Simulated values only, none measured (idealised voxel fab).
A process module follows: voxel plated lines.
260 nm wide, 5 nm square cells: that's cross-section cut.
Just so we're on the same page, the cross-sections are grids of square cells, and they're listed out in bands top to bottom, each band one or more rows deep.
Band: top height; bottom height; in nm. Then, left to right: material with width in nm, for each material. "all across": a single material spanning edge to edge. "blank": empty space.
Zero point of the height axis is 0; under it, received wafer = one material. Lowest band: continues down indefinitely, "from 0 down".
Per-row width for "30->40": begins at first number (top row of band), ends at second number (bottom row), increment between rows held constant.
Any step labelled "all unchanged" changed none of the cells in the cross-section.
"Closed void inventory" specifies each empty space that is not open to the top and that occupies no fewer than 8 cells, using the form width x height at distance, the distance measured from the left edge and all three quantities in nm.
Heads up: the bit after the settings on a step's line is the simulator's remark on that step.
For masked steps, "overlay nm" on the step line gives how far right of plan the mask actually lay; a minus sign means it lay to the left.

PROCESS STEPS FORESEEN IN THE PLAN
1,RECEIVE with material Si
2,CONFORMAL_DEP with material SiO2, thk nm 5
3,DIRECTIONAL_DEP with material TiN, thk nm 5
4,PATTERN with tone open, mask id LINES, material resist, width nm 30, pitch nm 50, thk nm 35, overlay nm 0
5,EPI with material Ru, thk nm 5
6,EPI with material Ru, thk nm 10
7,EPI with material Ru, thk nm 5
8,STRIP with etch materials resist
9,DIRECTIONAL_ETCH with etch materials TiN, depth nm 5
10,CONFORMAL_DEP with material SiO2, thk nm 10

INCOMING WAFER, CROSS-SECTIONAL VIEW, POST STEP 1
  from 0 down  Si all across
  Closed void inventory: none

CROSS-SECTION TAKEN AT MODULE COMPLETION ON THE FIRST OF TWO WAFERS; PROCESSED PER THE PLAN
  from 40 to 30  blank: 30, SiO2: 200, blank: 30
  from 30 to 15  blank: 30, SiO2: 10, Ru: 30, SiO2: 20, Ru: 30, SiO2: 20, Ru: 30, SiO2: 20, Ru: 30, SiO2: 10, blank: 30
  from 15 to 10  SiO2: 40, Ru: 30, SiO2: 20, Ru: 30, SiO2: 20, Ru: 30, SiO2: 20, Ru: 30, SiO2: 40
  from 10 to 5  SiO2: 40, TiN: 30, SiO2: 20, TiN: 30, SiO2: 20, TiN: 30, SiO2: 20, TiN: 30, SiO2: 40
  from 5 to 0  SiO2 all across
  from 0 down  Si all across
  Closed void inventory: none

SO THIS IS WAFER NUMBER TWO OF THE TWO, CUT AT THE END OF THE MODULE - IT STARTED WHERE THE FIRST DID AND HAD THE SAME PLAN, WE JUST GOT ONE THING WRONG RUNNING IT
  from 40 to 30  SiO2: 50, blank: 10, SiO2: 40, blank: 10, SiO2: 40, blank: 10, SiO2: 40, blank: 10, SiO2: 50
  from 30 to 15  Ru: 40, SiO2: 10, blank: 10, SiO2: 10, Ru: 20, SiO2: 10, blank: 10, SiO2: 10, Ru: 20, SiO2: 10, blank: 10, SiO2: 10, Ru: 20, SiO2: 10, blank: 10, SiO2: 10, Ru: 40
  from 15 to 10  Ru: 40, SiO2: 30, Ru: 20, SiO2: 30, Ru: 20, SiO2: 30, Ru: 20, SiO2: 30, Ru: 40
  from 10 to 5  TiN: 40, SiO2: 30, TiN: 20, SiO2: 30, TiN: 20, SiO2: 30, TiN: 20, SiO2: 30, TiN: 40
  from 5 to 0  SiO2 all across
  from 0 down  Si all across
  Closed void inventory: none
Deviation noted in wafer processing: step 4 did not happen as planned, as run it was PATTERN with tone cover, mask id LINES, material resist, width nm 30, pitch nm 50, thk nm 35, overlay nm 0
The closing comparison, in cells, has the second wafer with more or fewer of some materials than the first: Ru +16, TiN +4
